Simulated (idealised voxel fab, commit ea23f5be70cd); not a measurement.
Name of the process module below: voxel self aligned vias
This is section cut - it's 185 nm across, gridded in 5 nm square cells.
Square cells in a grid make up a cross-section in this document, and the grid is given as bands, listed from the top down, each one or more rows of cells. In this notation a band is specified by the heights of its top and bottom, in that order and in nm, after which its materials appear from left to right, each paired with its width in nm. The word "all across" attached to a single material means that material fills the band from edge to edge; the word "air" stands for empty space. A quick word on heights: they are counted from 0, and under that level the wafer as it came to us is one material throughout. The lowest band is different from the rest in having no bottom; it simply continues downward, written as in "from 0 down". Per-row width for "30->40": begins at first number (top row of band), ends at second number (bottom row), increment between rows held constant. "everything unchanged" after a step means that no cell of the cross-section changed. "Listed closed voids" means: voids of 8 cells or more that are shut off from the top with no open way through. Written width x height at distance, distance from the left edge, in nm. Post-settings text on a step line: simulator's own remark regarding the step. "overlay nm" on a masked step: distance the mask lay right of its planned place, negative for left. Every pair from here on: before one process step, after it. The after cross-section reaches only to the lowest band that changed. Below the pair: the step in between and its settings. Pairs can belong to different runs of this module on the same starting wafer; a pair carries on from the pair above only if the entry headed "Pre-step snapshot" says so.

-- Pre-step snapshot
    from 40 to 35 = SiN all across
    from 35 to 20 = 50 SiO2; 5 TiN; 15 Ru; 5 TiN; 30 SiO2; 5 TiN; 15 Ru; 5 TiN; 55 SiO2
    from 20 to 15 = 50 SiO2; 25 TiN; 30 SiO2; 25 TiN; 55 SiO2
    from 15 to 10 = SiCN all across
    from 10 to 0 = SiO2 all across
    from 0 down = Si all across
    Listed closed voids: none

-- As Processed
    from 55 to 40 = SiO2 all across
    At heights below 40, the structure remains unaltered.
    Listed closed voids: none
The step carried out between the cross-section before it and the cross-section after it, both shown above, is DIRECTIONAL_DEP | material SiO2 | thk nm 15

Pre-step snapshot: look at the pair above, its after cross-section is where this step starts.

-- As Processed
    from 65 to 55 = aC all across
    At heights below 55, the structure remains unaltered.
    Listed closed voids: none
The step carried out between the cross-section before it and the cross-section after it, both shown above, is DIRECTIONAL_DEP | material aC | thk nm 10

Pre-step snapshot: look at the pair above, its after cross-section is where this step starts.

-- As Processed
    from 95 to 65 = 45 resist; 35 air; 105 resist
    At heights below 65, the structure remains unaltered.
    Listed closed voids: none
The step carried out between the cross-section before it and the cross-section after it, both shown above, is PATTERN | tone open | mask id VIAS | material resist | width nm 35 | thk nm 30 | overlay nm 0

Pre-step snapshot: look at the pair above, its after cross-section is where this step starts.

-- As Processed
    from 85 to 65 = 45 resist; 35 air; 105 resist
    from 65 to 55 = 45 aC; 35 air; 105 aC
    At heights below 55, the structure remains unaltered.
    Listed closed voids: none
The step carried out between the cross-section before it and the cross-section after it, both shown above, is DIRECTIONAL_ETCH | etch materials aC | depth nm 10

Pre-step snapshot: look at the pair above, its after cross-section is where this step starts.

-- As Processed
    from 65 to 55 = 45 aC; 35 air; 105 aC
    At heights below 55, the structure remains unaltered.
    Listed closed voids: none
The step carried out between the cross-section before it and the cross-section after it, both shown above, is STRIP | etch materials resist

Pre-step snapshot: look at the pair above, its after cross-section is where this step starts.

-- As Processed
    from 65 to 55 = 45 aC; 35 air; 105 aC
    from 55 to 40 = 45 SiO2; 35 air; 105 SiO2
    At heights below 40, the structure remains unaltered.
    Listed closed voids: none
The step carried out between the cross-section before it and the cross-section after it, both shown above, is DIRECTIONAL_ETCH | etch materials SiO2 | depth nm 15

Pre-step snapshot: look at the pair above, its after cross-section is where this step starts.

-- As Processed
    from 65 to 55 = 45 aC; 35 air; 105 aC
    from 55 to 40 = 45 SiO2; 35 air; 105 SiO2
    from 40 to 35 = 45 SiN; 35 air; 105 SiN
    At heights below 35, the structure remains unaltered.
    Listed closed voids: none
The step carried out between the cross-section before it and the cross-section after it, both shown above, is DIRECTIONAL_ETCH | etch materials SiN | depth nm 5

Pre-step snapshot: look at the pair above, its after cross-section is where this step starts.

-- As Processed
    from 55 to 40 = 45 SiO2; 35 air; 105 SiO2
    At heights below 40, the structure remains unaltered.
    Listed closed voids: none
The step carried out between the cross-section before it and the cross-section after it, both shown above, is STRIP | etch materials aC

Pre-step snapshot: look at the pair above, its after cross-section is where this step starts.

-- As Processed
    from 60 to 55 = 50 TiN; 25 air; 110 TiN
    from 55 to 40 = 45 SiO2; 5 TiN; 25 air; 5 TiN; 105 SiO2
    from 40 to 35 = 45 SiN; 35 TiN; 105 SiN
    At heights below 35, the structure remains unaltered.
    Listed closed voids: none
The step carried out between the cross-section before it and the cross-section after it, both shown above, is CONFORMAL_DEP | material TiN | thk nm 5

Pre-step snapshot: look at the pair above, its after cross-section is where this step starts.

-- As Processed
    from 65 to 60 = Cu all across
    from 60 to 55 = 50 TiN; 25 Cu; 110 TiN
    from 55 to 40 = 45 SiO2; 5 TiN; 25 Cu; 5 TiN; 105 SiO2
    At heights below 40, the structure remains unaltered.
    Listed closed voids: none
The step carried out between the cross-section before it and the cross-section after it, both shown above, is FILL_DEP | material Cu | thk nm 5

Pre-step snapshot: look at the pair above, its after cross-section is where this step starts.

-- As Processed
    from 55 to 40 = 45 SiO2; 5 TiN; 25 Cu; 5 TiN; 105 SiO2
    At heights below 40, the structure remains unaltered.
    Listed closed voids: none
The step carried out between the cross-section before it and the cross-section after it, both shown above, is CMP | height nm 55

Pre-step snapshot: look at the pair above, its after cross-section is where this step starts.

-- As Processed
    from 60 to 55 = SiN all across
    At heights below 55, the structure remains unaltered.
    Listed closed voids: none
The step carried out between the cross-section before it and the cross-section after it, both shown above, is CONFORMAL_DEP | material SiN | thk nm 5

-- Pre-step snapshot
    from 40 to 15 = SiO2 all across
    from 15 to 10 = SiCN all across
    from 10 to 0 = SiO2 all across
    from 0 down = Si all across
    Listed closed voids: none

-- As Processed
    from 60 to 40 = 55 resist; 15 air; 40 resist; 15 air; 60 resist
    At heights below 40, the structure remains unaltered.
    Listed closed voids: none
The step carried out between the cross-section before it and the cross-section after it, both shown above, is PATTERN | tone open | mask id LINES | material resist | width nm 15 | pitch nm 55 | thk nm 20 | overlay nm 0

Pre-step snapshot: look at the pair above, its after cross-section is where this step starts.

-- As Processed
    from 60 to 40 = 55 resist; 15 air; 40 resist; 15 air; 60 resist
    from 40 to 15 = 55 SiO2; 15 air; 40 SiO2; 15 air; 60 SiO2
    At heights below 15, the structure remains unaltered.
    Listed closed voids: none
The step carried out between the cross-section before it and the cross-section after it, both shown above, is DIRECTIONAL_ETCH | etch materials SiO2 | depth nm 25

Pre-step snapshot: look at the pair above, its after cross-section is where this step starts.

-- As Processed
    from 40 to 15 = 55 SiO2; 15 air; 40 SiO2; 15 air; 60 SiO2
    At heights below 15, the structure remains unaltered.
    Listed closed voids: none
The step carried out between the cross-section before it and the cross-section after it, both shown above, is STRIP | etch materials resist

Pre-step snapshot: look at the pair above, its after cross-section is where this step starts.

-- As Processed
    from 45 to 40 = 60 TiN; 5 air; 50 TiN; 5 air; 65 TiN
    from 40 to 20 = 55 SiO2; 5 TiN; 5 air; 5 TiN; 40 SiO2; 5 TiN; 5 air; 5 TiN; 60 SiO2
    from 20 to 15 = 55 SiO2; 15 TiN; 40 SiO2; 15 TiN; 60 SiO2
    At heights below 15, the structure remains unaltered.
    Listed closed voids: none
The step carried out between the cross-section before it and the cross-section after it, both shown above, is CONFORMAL_DEP | material TiN | thk nm 5

Pre-step snapshot: look at the pair above, its after cross-section is where this step starts.

-- As Processed
    from 50 to 45 = Ru all across
    from 45 to 40 = 60 TiN; 5 Ru; 50 TiN; 5 Ru; 65 TiN
    from 40 to 20 = 55 SiO2; 5 TiN; 5 Ru; 5 TiN; 40 SiO2; 5 TiN; 5 Ru; 5 TiN; 60 SiO2
    At heights below 20, the structure remains unaltered.
    Listed closed voids: none
The step carried out between the cross-section before it and the cross-section after it, both shown above, is FILL_DEP | material Ru | thk nm 5

Pre-step snapshot: look at the pair above, its after cross-section is where this step starts.

-- As Processed
    from 40 to 20 = 55 SiO2; 5 TiN; 5 Ru; 5 TiN; 40 SiO2; 5 TiN; 5 Ru; 5 TiN; 60 SiO2
    At heights below 20, the structure remains unaltered.
    Listed closed voids: none
The step carried out between the cross-section before it and the cross-section after it, both shown above, is CMP | height nm 40

Pre-step snapshot: look at the pair above, its after cross-section is where this step starts.

-- As Processed
    from 40 to 35 = 55 SiO2; 15 air; 40 SiO2; 15 air; 60 SiO2
    At heights below 35, the structure remains unaltered.
    Listed closed voids: none
The step carried out between the cross-section before it and the cross-section after it, both shown above, is SELECTIVE_ETCH | etch materials W Ru TiN | depth nm 5

Pre-step snapshot: look at the pair above, its after cross-section is where this step starts.

-- As Processed
    from 45 to 40 = SiN all across
    from 40 to 35 = 55 SiO2; 15 SiN; 40 SiO2; 15 SiN; 60 SiO2
    At heights below 35, the structure remains unaltered.
    Listed closed voids: none
The step carried out between the cross-section before it and the cross-section after it, both shown above, is FILL_DEP | material SiN | thk nm 5

Pre-step snapshot: look at the pair above, its after cross-section is where this step starts.

-- As Processed
    from 40 to 35 = 55 SiO2; 15 SiN; 40 SiO2; 15 SiN; 60 SiO2
    At heights below 35, the structure remains unaltered.
    Listed closed voids: none
The step carried out between the cross-section before it and the cross-section after it, both shown above, is CMP | height nm 40

Pre-step snapshot: look at the pair above, its after cross-section is where this step starts.

-- As Processed
    from 55 to 40 = SiO2 all across
    At heights below 40, the structure remains unaltered.
    Listed closed voids: none
The step carried out between the cross-section before it and the cross-section after it, both shown above, is DIRECTIONAL_DEP | material SiO2 | thk nm 15

Pre-step snapshot: look at the pair above, its after cross-section is where this step starts.

-- As Processed
    from 65 to 55 = aC all across
    At heights below 55, the structure remains unaltered.
    Listed closed voids: none
The step carried out between the cross-section before it and the cross-section after it, both shown above, is DIRECTIONAL_DEP | material aC | thk nm 10

Pre-step snapshot: look at the pair above, its after cross-section is where this step starts.

-- As Processed
    from 95 to 65 = 45 resist; 35 air; 105 resist
    At heights below 65, the structure remains unaltered.
    Listed closed voids: none
The step carried out between the cross-section before it and the cross-section after it, both shown above, is PATTERN | tone open | mask id VIAS | material resist | width nm 35 | thk nm 30 | overlay nm 0

Pre-step snapshot: look at the pair above, its after cross-section is where this step starts.

-- As Processed
    from 85 to 65 = 45 resist; 35 air; 105 resist
    from 65 to 55 = 45 aC; 35 air; 105 aC
    At heights below 55, the structure remains unaltered.
    Listed closed voids: none
The step carried out between the cross-section before it and the cross-section after it, both shown above, is DIRECTIONAL_ETCH | etch materials aC | depth nm 10

Pre-step snapshot: look at the pair above, its after cross-section is where this step starts.

-- As Processed
    from 65 to 55 = 45 aC; 35 air; 105 aC
    At heights below 55, the structure remains unaltered.
    Listed closed voids: none
The step carried out between the cross-section before it and the cross-section after it, both shown above, is STRIP | etch materials resist

Pre-step snapshot: look at the pair above, its after cross-section is where this step starts.

-- As Processed
    from 65 to 55 = 45 aC; 35 air; 105 aC
    from 55 to 40 = 45 SiO2; 35 air; 105 SiO2
    At heights below 40, the structure remains unaltered.
    Listed closed voids: none
The step carried out between the cross-section before it and the cross-section after it, both shown above, is DIRECTIONAL_ETCH | etch materials SiO2 | depth nm 15

Pre-step snapshot: look at the pair above, its after cross-section is where this step starts.

-- As Processed
    from 65 to 55 = 45 aC; 35 air; 105 aC
    from 55 to 40 = 45 SiO2; 35 air; 105 SiO2
    from 40 to 35 = 55 SiO2; 15 air; 40 SiO2; 15 SiN; 60 SiO2
    At heights below 35, the structure remains unaltered.
    Listed closed voids: none
The step carried out between the cross-section before it and the cross-section after it, both shown above, is DIRECTIONAL_ETCH | etch materials SiN | depth nm 5

Pre-step snapshot: look at the pair above, its after cross-section is where this step starts.

-- As Processed
    from 55 to 40 = 45 SiO2; 35 air; 105 SiO2
    At heights below 40, the structure remains unaltered.
    Listed closed voids: none
The step carried out between the cross-section before it and the cross-section after it, both shown above, is STRIP | etch materials aC

Pre-step snapshot: look at the pair above, its after cross-section is where this step starts.

-- As Processed
    from 60 to 55 = 50 TiN; 25 air; 110 TiN
    from 55 to 45 = 45 SiO2; 5 TiN; 25 air; 5 TiN; 105 SiO2
    from 45 to 40 = 45 SiO2; 15 TiN; 5 air; 15 TiN; 105 SiO2
    from 40 to 35 = 55 SiO2; 15 TiN; 40 SiO2; 15 SiN; 60 SiO2
    At heights below 35, the structure remains unaltered.
    Listed closed voids: none
The step carried out between the cross-section before it and the cross-section after it, both shown above, is CONFORMAL_DEP | material TiN | thk nm 5

Pre-step snapshot: look at the pair above, its after cross-section is where this step starts.

-- As Processed
    from 65 to 60 = Cu all across
    from 60 to 55 = 50 TiN; 25 Cu; 110 TiN
    from 55 to 45 = 45 SiO2; 5 TiN; 25 Cu; 5 TiN; 105 SiO2
    from 45 to 40 = 45 SiO2; 15 TiN; 5 Cu; 15 TiN; 105 SiO2
    At heights below 40, the structure remains unaltered.
    Listed closed voids: none
The step carried out between the cross-section before it and the cross-section after it, both shown above, is FILL_DEP | material Cu | thk nm 5

Pre-step snapshot: look at the pair above, its after cross-section is where this step starts.

-- As Processed
    from 55 to 45 = 45 SiO2; 5 TiN; 25 Cu; 5 TiN; 105 SiO2
    At heights below 45, the structure remains unaltered.
    Listed closed voids: none
The step carried out between the cross-section before it and the cross-section after it, both shown above, is CMP | height nm 55

Pre-step snapshot: look at the pair above, its after cross-section is where this step starts.

-- As Processed
    from 60 to 55 = SiN all across
    At heights below 55, the structure remains unaltered.
    Listed closed voids: none
The step carried out between the cross-section before it and the cross-section after it, both shown above, is CONFORMAL_DEP | material SiN | thk nm 5

-- Pre-step snapshot
    from 40 to 15 = SiO2 all across
    from 15 to 10 = SiCN all across
    from 10 to 0 = SiO2 all across
    from 0 down = Si all across
    Listed closed voids: none

-- As Processed
    from 60 to 40 = 60 resist; 25 air; 30 resist; 25 air; 45 resist
    At heights below 40, the structure remains unaltered.
    Listed closed voids: none
The step carried out between the cross-section before it and the cross-section after it, both shown above, is PATTERN | tone open | mask id LINES | material resist | width nm 25 | pitch nm 55 | thk nm 20 | overlay nm 10

Pre-step snapshot: look at the pair above, its after cross-section is where this step starts.

-- As Processed
    from 60 to 40 = 60 resist; 25 air; 30 resist; 25 air; 45 resist
    from 40 to 15 = 60 SiO2; 25 air; 30 SiO2; 25 air; 45 SiO2
    At heights below 15, the structure remains unaltered.
    Listed closed voids: none
The step carried out between the cross-section before it and the cross-section after it, both shown above, is DIRECTIONAL_ETCH | etch materials SiO2 | depth nm 25

Pre-step snapshot: look at the pair above, its after cross-section is where this step starts.

-- As Processed
    from 40 to 15 = 60 SiO2; 25 air; 30 SiO2; 25 air; 45 SiO2
    At heights below 15, the structure remains unaltered.
    Listed closed voids: none
The step carried out between the cross-section before it and the cross-section after it, both shown above, is STRIP | etch materials resist

Pre-step snapshot: look at the pair above, its after cross-section is where this step starts.

-- As Processed
    from 45 to 40 = 65 TiN; 15 air; 40 TiN; 15 air; 50 TiN
    from 40 to 20 = 60 SiO2; 5 TiN; 15 air; 5 TiN; 30 SiO2; 5 TiN; 15 air; 5 TiN; 45 SiO2
    from 20 to 15 = 60 SiO2; 25 TiN; 30 SiO2; 25 TiN; 45 SiO2
    At heights below 15, the structure remains unaltered.
    Listed closed voids: none
The step carried out between the cross-section before it and the cross-section after it, both shown above, is CONFORMAL_DEP | material TiN | thk nm 5

Pre-step snapshot: look at the pair above, its after cross-section is where this step starts.

-- As Processed
    from 50 to 45 = Ru all across
    from 45 to 40 = 65 TiN; 15 Ru; 40 TiN; 15 Ru; 50 TiN
    from 40 to 20 = 60 SiO2; 5 TiN; 15 Ru; 5 TiN; 30 SiO2; 5 TiN; 15 Ru; 5 TiN; 45 SiO2
    At heights below 20, the structure remains unaltered.
    Listed closed voids: none
The step carried out between the cross-section before it and the cross-section after it, both shown above, is FILL_DEP | material Ru | thk nm 5

Pre-step snapshot: look at the pair above, its after cross-section is where this step starts.

-- As Processed
    from 40 to 20 = 60 SiO2; 5 TiN; 15 Ru; 5 TiN; 30 SiO2; 5 TiN; 15 Ru; 5 TiN; 45 SiO2
    At heights below 20, the structure remains unaltered.
    Listed closed voids: none
The step carried out between the cross-section before it and the cross-section after it, both shown above, is CMP | height nm 40

Pre-step snapshot: look at the pair above, its after cross-section is where this step starts.

-- As Processed
    from 40 to 35 = 60 SiO2; 25 air; 30 SiO2; 25 air; 45 SiO2
    At heights below 35, the structure remains unaltered.
    Listed closed voids: none
The step carried out between the cross-section before it and the cross-section after it, both shown above, is SELECTIVE_ETCH | etch materials W Ru TiN | depth nm 5

Pre-step snapshot: look at the pair above, its after cross-section is where this step starts.

-- As Processed
    from 45 to 40 = SiN all across
    from 40 to 35 = 60 SiO2; 25 SiN; 30 SiO2; 25 SiN; 45 SiO2
    At heights below 35, the structure remains unaltered.
    Listed closed voids: none
The step carried out between the cross-section before it and the cross-section after it, both shown above, is FILL_DEP | material SiN | thk nm 5

Pre-step snapshot: look at the pair above, its after cross-section is where this step starts.

-- As Processed
    from 40 to 35 = 60 SiO2; 25 SiN; 30 SiO2; 25 SiN; 45 SiO2
    At heights below 35, the structure remains unaltered.
    Listed closed voids: none
The step carried out between the cross-section before it and the cross-section after it, both shown above, is CMP | height nm 40

Pre-step snapshot: look at the pair above, its after cross-section is where this step starts.

-- As Processed
    from 55 to 40 = SiO2 all across
    At heights below 40, the structure remains unaltered.
    Listed closed voids: none
The step carried out between the cross-section before it and the cross-section after it, both shown above, is DIRECTIONAL_DEP | material SiO2 | thk nm 15

Pre-step snapshot: look at the pair above, its after cross-section is where this step starts.

-- As Processed
    from 65 to 55 = aC all across
    At heights below 55, the structure remains unaltered.
    Listed closed voids: none
The step carried out between the cross-section before it and the cross-section after it, both shown above, is DIRECTIONAL_DEP | material aC | thk nm 10

Pre-step snapshot: look at the pair above, its after cross-section is where this step starts.

-- As Processed
    from 95 to 65 = 45 resist; 35 air; 105 resist
    At heights below 65, the structure remains unaltered.
    Listed closed voids: none
The step carried out between the cross-section before it and the cross-section after it, both shown above, is PATTERN | tone open | mask id VIAS | material resist | width nm 35 | thk nm 30 | overlay nm 0

Pre-step snapshot: look at the pair above, its after cross-section is where this step starts.

-- As Processed
    from 85 to 65 = 45 resist; 35 air; 105 resist
    from 65 to 55 = 45 aC; 35 air; 105 aC
    At heights below 55, the structure remains unaltered.
    Listed closed voids: none
The step carried out between the cross-section before it and the cross-section after it, both shown above, is DIRECTIONAL_ETCH | etch materials aC | depth nm 10

Pre-step snapshot: look at the pair above, its after cross-section is where this step starts.

-- As Processed
    from 65 to 55 = 45 aC; 35 air; 105 aC
    At heights below 55, the structure remains unaltered.
    Listed closed voids: none
The step carried out between the cross-section before it and the cross-section after it, both shown above, is STRIP | etch materials resist

Pre-step snapshot: look at the pair above, its after cross-section is where this step starts.

-- As Processed
    from 65 to 55 = 45 aC; 35 air; 105 aC
    from 55 to 40 = 45 SiO2; 35 air; 105 SiO2
    At heights below 40, the structure remains unaltered.
    Listed closed voids: none
The step carried out between the cross-section before it and the cross-section after it, both shown above, is DIRECTIONAL_ETCH | etch materials SiO2 | depth nm 15

Pre-step snapshot: look at the pair above, its after cross-section is where this step starts.

-- As Processed
    from 65 to 55 = 45 aC; 35 air; 105 aC
    from 55 to 40 = 45 SiO2; 35 air; 105 SiO2
    from 40 to 35 = 60 SiO2; 20 air; 5 SiN; 30 SiO2; 25 SiN; 45 SiO2
    At heights below 35, the structure remains unaltered.
    Listed closed voids: none
The step carried out between the cross-section before it and the cross-section after it, both shown above, is DIRECTIONAL_ETCH | etch materials SiN | depth nm 5

Pre-step snapshot: look at the pair above, its after cross-section is where this step starts.

-- As Processed
    from 55 to 40 = 45 SiO2; 35 air; 105 SiO2
    At heights below 40, the structure remains unaltered.
    Listed closed voids: none
The step carried out between the cross-section before it and the cross-section after it, both shown above, is STRIP | etch materials aC

Pre-step snapshot: look at the pair above, its after cross-section is where this step starts.

-- As Processed
    from 60 to 55 = 50 TiN; 25 air; 110 TiN
    from 55 to 45 = 45 SiO2; 5 TiN; 25 air; 5 TiN; 105 SiO2
    from 45 to 40 = 45 SiO2; 20 TiN; 10 air; 5 TiN; 105 SiO2
    from 40 to 35 = 60 SiO2; 20 TiN; 5 SiN; 30 SiO2; 25 SiN; 45 SiO2
    At heights below 35, the structure remains unaltered.
    Listed closed voids: none
The step carried out between the cross-section before it and the cross-section after it, both shown above, is CONFORMAL_DEP | material TiN | thk nm 5

Pre-step snapshot: look at the pair above, its after cross-section is where this step starts.

-- As Processed
    from 65 to 60 = Cu all across
    from 60 to 55 = 50 TiN; 25 Cu; 110 TiN
    from 55 to 45 = 45 SiO2; 5 TiN; 25 Cu; 5 TiN; 105 SiO2
    from 45 to 40 = 45 SiO2; 20 TiN; 10 Cu; 5 TiN; 105 SiO2
    At heights below 40, the structure remains unaltered.
    Listed closed voids: none
The step carried out between the cross-section before it and the cross-section after it, both shown above, is FILL_DEP | material Cu | thk nm 5

Pre-step snapshot: look at the pair above, its after cross-section is where this step starts.

-- As Processed
    from 55 to 45 = 45 SiO2; 5 TiN; 25 Cu; 5 TiN; 105 SiO2
    At heights below 45, the structure remains unaltered.
    Listed closed voids: none
The step carried out between the cross-section before it and the cross-section after it, both shown above, is CMP | height nm 55

Pre-step snapshot: look at the pair above, its after cross-section is where this step starts.

-- As Processed
    from 60 to 55 = SiN all across
    At heights below 55, the structure remains unaltered.
    Listed closed voids: none
The step carried out between the cross-section before it and the cross-section after it, both shown above, is CONFORMAL_DEP | material SiN | thk nm 5

-- Pre-step snapshot
    from 55 to 45 = 45 SiO2; 5 TiN; 25 Cu; 5 TiN; 105 SiO2
    from 45 to 40 = 45 SiO2; 10 TiN; 15 Cu; 10 TiN; 105 SiO2
    from 40 to 35 = 50 SiO2; 25 TiN; 30 SiO2; 25 SiN; 55 SiO2
    from 35 to 20 = 50 SiO2; 5 TiN; 15 Ru; 5 TiN; 30 SiO2; 5 TiN; 15 Ru; 5 TiN; 55 SiO2
    from 20 to 15 = 50 SiO2; 25 TiN; 30 SiO2; 25 TiN; 55 SiO2
    from 15 to 10 = SiCN all across
    from 10 to 0 = SiO2 all across
    from 0 down = Si all across
    Listed closed voids: none

-- As Processed
    from 60 to 55 = TiN all across
    At heights below 55, the structure remains unaltered.
    Listed closed voids: none
The step carried out between the cross-section before it and the cross-section after it, both shown above, is CONFORMAL_DEP | material TiN | thk nm 5

-- Pre-step snapshot
    from 40 to 15 = SiO2 all across
    from 15 to 10 = SiCN all across
    from 10 to 0 = SiO2 all across
    from 0 down = Si all across
    Listed closed voids: none

-- As Processed
    from 60 to 40 = 50 air; 25 resist; 30 air; 25 resist; 55 air
    At heights below 40, the structure remains unaltered.
    Listed closed voids: none
The step carried out between the cross-section before it and the cross-section after it, both shown above, is PATTERN | tone cover | mask id LINES | material resist | width nm 25 | pitch nm 55 | thk nm 20 | overlay nm 0

Pre-step snapshot: look at the pair above, its after cross-section is where this step starts.

-- As Processed
    from 60 to 40 = 50 air; 25 resist; 30 air; 25 resist; 55 air
    from 40 to 15 = 50 air; 25 SiO2; 30 air; 25 SiO2; 55 air
    At heights below 15, the structure remains unaltered.
    Listed closed voids: none
The step carried out between the cross-section before it and the cross-section after it, both shown above, is DIRECTIONAL_ETCH | etch materials SiO2 | depth nm 25

Pre-step snapshot: look at the pair above, its after cross-section is where this step starts.

-- As Processed
    from 40 to 15 = 50 air; 25 SiO2; 30 air; 25 SiO2; 55 air
    At heights below 15, the structure remains unaltered.
    Listed closed voids: none
The step carried out between the cross-section before it and the cross-section after it, both shown above, is STRIP | etch materials resist

Pre-step snapshot: look at the pair above, its after cross-section is where this step starts.

-- As Processed
    from 45 to 40 = 45 air; 35 TiN; 20 air; 35 TiN; 50 air
    from 40 to 20 = 45 air; 5 TiN; 25 SiO2; 5 TiN; 20 air; 5 TiN; 25 SiO2; 5 TiN; 50 air
    from 20 to 15 = 50 TiN; 25 SiO2; 30 TiN; 25 SiO2; 55 TiN
    At heights below 15, the structure remains unaltered.
    Listed closed voids: none
The step carried out between the cross-section before it and the cross-section after it, both shown above, is CONFORMAL_DEP | material TiN | thk nm 5

Pre-step snapshot: look at the pair above, its after cross-section is where this step starts.

-- As Processed
    from 50 to 45 = Ru all across
    from 45 to 40 = 45 Ru; 35 TiN; 20 Ru; 35 TiN; 50 Ru
    from 40 to 20 = 45 Ru; 5 TiN; 25 SiO2; 5 TiN; 20 Ru; 5 TiN; 25 SiO2; 5 TiN; 50 Ru
    At heights below 20, the structure remains unaltered.
    Listed closed voids: none
The step carried out between the cross-section before it and the cross-section after it, both shown above, is FILL_DEP | material Ru | thk nm 5

Pre-step snapshot: look at the pair above, its after cross-section is where this step starts.

-- As Processed
    from 40 to 20 = 45 Ru; 5 TiN; 25 SiO2; 5 TiN; 20 Ru; 5 TiN; 25 SiO2; 5 TiN; 50 Ru
    At heights below 20, the structure remains unaltered.
    Listed closed voids: none
The step carried out between the cross-section before it and the cross-section after it, both shown above, is CMP | height nm 40

Pre-step snapshot: look at the pair above, its after cross-section is where this step starts.

-- As Processed
    from 40 to 35 = 50 air; 25 SiO2; 30 air; 25 SiO2; 55 air
    At heights below 35, the structure remains unaltered.
    Listed closed voids: none
The step carried out between the cross-section before it and the cross-section after it, both shown above, is SELECTIVE_ETCH | etch materials W Ru TiN | depth nm 5

Pre-step snapshot: look at the pair above, its after cross-section is where this step starts.

-- As Processed
    from 45 to 40 = SiN all across
    from 40 to 35 = 50 SiN; 25 SiO2; 30 SiN; 25 SiO2; 55 SiN
    At heights below 35, the structure remains unaltered.
    Listed closed voids: none
The step carried out between the cross-section before it and the cross-section after it, both shown above, is FILL_DEP | material SiN | thk nm 5

Pre-step snapshot: look at the pair above, its after cross-section is where this step starts.

-- As Processed
    from 40 to 35 = 50 SiN; 25 SiO2; 30 SiN; 25 SiO2; 55 SiN
    At heights below 35, the structure remains unaltered.
    Listed closed voids: none
The step carried out between the cross-section before it and the cross-section after it, both shown above, is CMP | height nm 40

Pre-step snapshot: look at the pair above, its after cross-section is where this step starts.

-- As Processed
    from 55 to 40 = SiO2 all across
    At heights below 40, the structure remains unaltered.
    Listed closed voids: none
The step carried out between the cross-section before it and the cross-section after it, both shown above, is DIRECTIONAL_DEP | material SiO2 | thk nm 15

Pre-step snapshot: look at the pair above, its after cross-section is where this step starts.

-- As Processed
    from 65 to 55 = aC all across
    At heights below 55, the structure remains unaltered.
    Listed closed voids: none
The step carried out between the cross-section before it and the cross-section after it, both shown above, is DIRECTIONAL_DEP | material aC | thk nm 10

Pre-step snapshot: look at the pair above, its after cross-section is where this step starts.

-- As Processed
    from 95 to 65 = 45 resist; 35 air; 105 resist
    At heights below 65, the structure remains unaltered.
    Listed closed voids: none
The step carried out between the cross-section before it and the cross-section after it, both shown above, is PATTERN | tone open | mask id VIAS | material resist | width nm 35 | thk nm 30 | overlay nm 0

Pre-step snapshot: look at the pair above, its after cross-section is where this step starts.

-- As Processed
    from 85 to 65 = 45 resist; 35 air; 105 resist
    from 65 to 55 = 45 aC; 35 air; 105 aC
    At heights below 55, the structure remains unaltered.
    Listed closed voids: none
The step carried out between the cross-section before it and the cross-section after it, both shown above, is DIRECTIONAL_ETCH | etch materials aC | depth nm 10

Pre-step snapshot: look at the pair above, its after cross-section is where this step starts.

-- As Processed
    from 65 to 55 = 45 aC; 35 air; 105 aC
    At heights below 55, the structure remains unaltered.
    Listed closed voids: none
The step carried out between the cross-section before it and the cross-section after it, both shown above, is STRIP | etch materials resist

Pre-step snapshot: look at the pair above, its after cross-section is where this step starts.

-- As Processed
    from 65 to 55 = 45 aC; 35 air; 105 aC
    from 55 to 40 = 45 SiO2; 35 air; 105 SiO2
    At heights below 40, the structure remains unaltered.
    Listed closed voids: none
The step carried out between the cross-section before it and the cross-section after it, both shown above, is DIRECTIONAL_ETCH | etch materials SiO2 | depth nm 15

Pre-step snapshot: look at the pair above, its after cross-section is where this step starts.

-- As Processed
    from 65 to 55 = 45 aC; 35 air; 105 aC
    from 55 to 40 = 45 SiO2; 35 air; 105 SiO2
    from 40 to 35 = 45 SiN; 5 air; 25 SiO2; 5 air; 25 SiN; 25 SiO2; 55 SiN
    At heights below 35, the structure remains unaltered.
    Listed closed voids: none
The step carried out between the cross-section before it and the cross-section after it, both shown above, is DIRECTIONAL_ETCH | etch materials SiN | depth nm 5

Pre-step snapshot: look at the pair above, its after cross-section is where this step starts.

-- As Processed
    from 55 to 40 = 45 SiO2; 35 air; 105 SiO2
    At heights below 40, the structure remains unaltered.
    Listed closed voids: none
The step carried out between the cross-section before it and the cross-section after it, both shown above, is STRIP | etch materials aC

Pre-step snapshot: look at the pair above, its after cross-section is where this step starts.

-- As Processed
    from 60 to 55 = 50 TiN; 25 air; 110 TiN
    from 55 to 45 = 45 SiO2; 5 TiN; 25 air; 5 TiN; 105 SiO2
    from 45 to 40 = 45 SiO2; 35 TiN; 105 SiO2
    from 40 to 35 = 45 SiN; 5 TiN; 25 SiO2; 5 TiN; 25 SiN; 25 SiO2; 55 SiN
    At heights below 35, the structure remains unaltered.
    Listed closed voids: none
The step carried out between the cross-section before it and the cross-section after it, both shown above, is CONFORMAL_DEP | material TiN | thk nm 5

Pre-step snapshot: look at the pair above, its after cross-section is where this step starts.

-- As Processed
    from 65 to 60 = Cu all across
    from 60 to 55 = 50 TiN; 25 Cu; 110 TiN
    from 55 to 45 = 45 SiO2; 5 TiN; 25 Cu; 5 TiN; 105 SiO2
    At heights below 45, the structure remains unaltered.
    Listed closed voids: none
The step carried out between the cross-section before it and the cross-section after it, both shown above, is FILL_DEP | material Cu | thk nm 5

Pre-step snapshot: look at the pair above, its after cross-section is where this step starts.

-- As Processed
    from 55 to 45 = 45 SiO2; 5 TiN; 25 Cu; 5 TiN; 105 SiO2
    At heights below 45, the structure remains unaltered.
    Listed closed voids: none
The step carried out between the cross-section before it and the cross-section after it, both shown above, is CMP | height nm 55

Pre-step snapshot: look at the pair above, its after cross-section is where this step starts.

-- As Processed
    from 60 to 55 = SiN all across
    At heights below 55, the structure remains unaltered.
    Listed closed voids: none
The step carried out between the cross-section before it and the cross-section after it, both shown above, is CONFORMAL_DEP | material SiN | thk nm 5
